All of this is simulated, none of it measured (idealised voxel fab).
Process module in this document: voxel capacitor over wiring
This is section cut - it's 270 nm across, gridded in 5 nm square cells.
The cross-sections in this document take the form of a grid made of square cells. They are written out as bands, in order from top to bottom. Each band consists of one or more rows of cells.
Heads up on the band format: heights come first, top then bottom, in nm. After that it's the materials left to right, each with its width in nm. A single material flagged "full width" fills the whole band edge to edge, and "empty" means there's empty space there.
Counting heights begins at 0, where everything beneath is, in the wafer as received, one material. The lowest band has no bottom; it goes on downwards, as "top 0, no bottom" shows.
The expression "30->40" gives the width at the extremes of the band, the first number at its top row of cells and the second at its bottom row, with the width changing by equal amounts from each row to the next in between.
"no change occurred" -> step changed no cross-section cell.
The entry titled "Fully enclosed voids" provides the empty spaces that have no open way to the top, restricted to those of 8 cells or more. Each is presented as width x height at distance, the distance being measured from the left edge, with all three in nm.
That trailing text on a step's line, after the settings, is the simulator's own remark on the step.
Each step line may optionally specify "overlay nm", which for a step with a mask gives the rightward distance between the mask's planned place and where it lay, a negative value indicating the leftward direction.
### Process steps - plan
1. RECEIVE,material Si
2. CONFORMAL_DEP,material SiO2,thk nm 10
3. CONFORMAL_DEP,material SiN,thk nm 5
4. DIRECTIONAL_DEP,material SiO2,thk nm 20
5. DIRECTIONAL_DEP,material aC,thk nm 10
6. PATTERN,tone open,mask id METAL_1,material resist,width nm 25,pitch nm 80,thk nm 25,overlay nm 0
7. DIRECTIONAL_ETCH,etch materials aC,depth nm 10
8. STRIP,etch materials resist
9. DIRECTIONAL_ETCH,etch materials SiO2,depth nm 20
10. DIRECTIONAL_ETCH,etch materials SiN,depth nm 5
11. STRIP,etch materials aC
12. CONFORMAL_DEP,material TiN,thk nm 5
13. FILL_DEP,material Ru,thk nm 5
14. CMP,height nm 35
15. CONFORMAL_DEP,material SiCN,thk nm 5
16. DIRECTIONAL_DEP,material lowk,thk nm 10
17. PATTERN,tone open,mask id PLUG_1,material resist,width nm 15,thk nm 20,overlay nm 0
18. DIRECTIONAL_ETCH,etch materials lowk,depth nm 10
19. DIRECTIONAL_ETCH,etch materials SiCN,depth nm 5
20. STRIP,etch materials resist
21. CONFORMAL_DEP,material TiN,thk nm 5
22. FILL_DEP,material W,thk nm 10
23. CMP,height nm 50
24. DIRECTIONAL_DEP,material TiN,thk nm 5
25. DIRECTIONAL_DEP,material Al2O3,thk nm 5
26. DIRECTIONAL_DEP,material TiN,thk nm 5
27. DIRECTIONAL_DEP,material aC,thk nm 15
28. PATTERN,tone cover,mask id UPPER_PLATE,material resist,width nm 60,thk nm 35,overlay nm 0
29. DIRECTIONAL_ETCH,etch materials aC,depth nm 15
30. STRIP,etch materials resist
31. DIRECTIONAL_ETCH,etch materials TiN,depth nm 5
32. DIRECTIONAL_ETCH,etch materials Al2O3,depth nm 5
33. STRIP,etch materials aC
34. MASKED_ETCH,tone cover,mask id LOWER_PLATE,width nm 70,etch materials TiN,depth nm 5,overlay nm 0
35. FILL_DEP,material SiO2,thk nm 20
36. CMP,height nm 80
37. DIRECTIONAL_DEP,material aC,thk nm 15
38. PATTERN,tone open,mask id PLUG_2,material resist,width nm 15,thk nm 35,overlay nm 0
39. DIRECTIONAL_ETCH,etch materials aC,depth nm 15
40. STRIP,etch materials resist
41. DIRECTIONAL_ETCH,etch materials SiO2,depth nm 15
42. STRIP,etch materials aC
43. CONFORMAL_DEP,material TiN,thk nm 5
44. FILL_DEP,material Ru,thk nm 5
45. CMP,height nm 80
46. CONFORMAL_DEP,material SiN,thk nm 5
### Cross-sectional view of the wafer in its as-received condition, corresponding to the state after step 1
* top 0, no bottom | Si full width
* Fully enclosed voids: none
### End-of-module cross-section. Starting structure and process plan as above; one mistake made in running it
* top 85, bottom 80 | SiN full width
* top 80, bottom 70 | SiO2 100 nm | TiN 5 nm | Ru 5 nm | TiN 5 nm | SiO2 155 nm
* top 70, bottom 60 | SiO2 100->90 nm | TiN 15->60 nm | SiO2 155->120 nm
* top 60, bottom 55 | SiO2 90 nm | Al2O3 60 nm | SiO2 120 nm
* top 55, bottom 50 | SiO2 85 nm | TiN 70 nm | SiO2 115 nm
* top 50, bottom 40 | lowk 90 nm | TiN 5 nm | W 5 nm | TiN 5 nm | lowk 165 nm
* top 40, bottom 35 | SiCN 90 nm | TiN 15 nm | SiCN 165 nm
* top 35, bottom 20 | SiO2 80 nm | TiN 5 nm | Ru 15 nm | TiN 5 nm | SiO2 55 nm | TiN 5 nm | Ru 15 nm | TiN 5 nm | SiO2 85 nm
* top 20, bottom 15 | SiO2 80 nm | TiN 25 nm | SiO2 55 nm | TiN 25 nm | SiO2 85 nm
* top 15, bottom 5 | SiO2 full width
* top 5, bottom 0 | SiN full width
* top 0, no bottom | Si full width
* Fully enclosed voids: none
Plan not followed: it was found that steps 2 and 3 of the process plan had been performed in exchanged positions
